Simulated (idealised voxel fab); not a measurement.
Documented hereafter: the process module known as voxel self aligned vias.
The cross-section shown here is cut; it is 160 nm wide and divided into square cells measuring 5 nm on a side.
When this document writes out a cross-section, it uses a grid of square cells and lists it as bands, beginning at the top and moving down, with a band standing for one or more rows of cells.
Read a band's entry like this: the first values are the height of its top and the height of its bottom in nm, and what follows is the sequence of materials from left to right, each with its width in nm. Note that "blank" is empty space, and that a single material marked "everywhere" reaches across the band from edge to edge.
Height 0 is the level under which the wafer as received is all one material. The lowest band goes on downwards, as in "0 down".
With a width like "30->40", each row of cells in the band differs from the next by the same amount, the top row carrying the first number and the bottom row the second.
What does "all unchanged" mean for a step? It means no cell of the cross-section changed in that step.
Entry "Cavities, sealed". Content: empty spaces with no open connection to the top, size 8 cells or greater. Each: width x height at distance. Distance: from left edge. Unit: nm.
Heads up: the bit after the settings on a step's line is the simulator's remark on that step.
overlay nm, on a step with a mask: how far to the right of its planned place the mask lay; to the left if negative
Process steps foreseen in the plan:
- 1: RECEIVE [material Si]
- 2: CONFORMAL_DEP [material SiO2] [thk nm 10]
- 3: CONFORMAL_DEP [material SiCN] [thk nm 5]
- 4: DIRECTIONAL_DEP [material SiO2] [thk nm 25]
- 5: PATTERN [tone open] [mask id LINES] [material resist] [width nm 30] [pitch nm 70] [thk nm 20] [overlay nm 0]
- 6: DIRECTIONAL_ETCH [etch materials SiO2] [depth nm 25]
- 7: STRIP [etch materials resist]
- 8: CONFORMAL_DEP [material TiN] [thk nm 5]
- 9: FILL_DEP [material W] [thk nm 10]
- 10: CMP [height nm 40]
- 11: SELECTIVE_ETCH [etch materials W Ru TiN] [depth nm 10]
- 12: FILL_DEP [material SiN] [thk nm 5]
- 13: CMP [height nm 40]
- 14: DIRECTIONAL_DEP [material SiO2] [thk nm 15]
- 15: DIRECTIONAL_DEP [material aC] [thk nm 10]
- 16: PATTERN [tone open] [mask id VIAS] [material resist] [width nm 40] [thk nm 30] [overlay nm 0]
- 17: DIRECTIONAL_ETCH [etch materials aC] [depth nm 10]
- 18: STRIP [etch materials resist]
- 19: DIRECTIONAL_ETCH [etch materials SiO2] [depth nm 15]
- 20: DIRECTIONAL_ETCH [etch materials SiN] [depth nm 10]
- 21: STRIP [etch materials aC]
- 22: CONFORMAL_DEP [material TiN] [thk nm 5]
- 23: FILL_DEP [material Cu] [thk nm 10]
- 24: CMP [height nm 55]
- 25: CONFORMAL_DEP [material SiCN] [thk nm 5]
Where the wafers of this document differ is in the thk nm of step 25; they start out the same, and the plan states the value that applied to the first wafer.
Cross-section, first of several wafers, as delivered after step 1:
    0 down | Si everywhere
    Cavities, sealed: none
End of module, by wafer: material-by-material cell gain (+) or loss (-) since receipt, then closed voids:
thk nm 5, +20 Cu, +64 SiCN, +12 SiN, +236 SiO2, +36 TiN, +16 W, Cavities, sealed: none
thk nm 10, +20 Cu, +96 SiCN, +12 SiN, +236 SiO2, +36 TiN, +16 W, Cavities, sealed: none
thk nm 15, +20 Cu, +128 SiCN, +12 SiN, +236 SiO2, +36 TiN, +16 W, Cavities, sealed: none
thk nm 20, +20 Cu, +160 SiCN, +12 SiN, +236 SiO2, +36 TiN, +16 W, Cavities, sealed: none
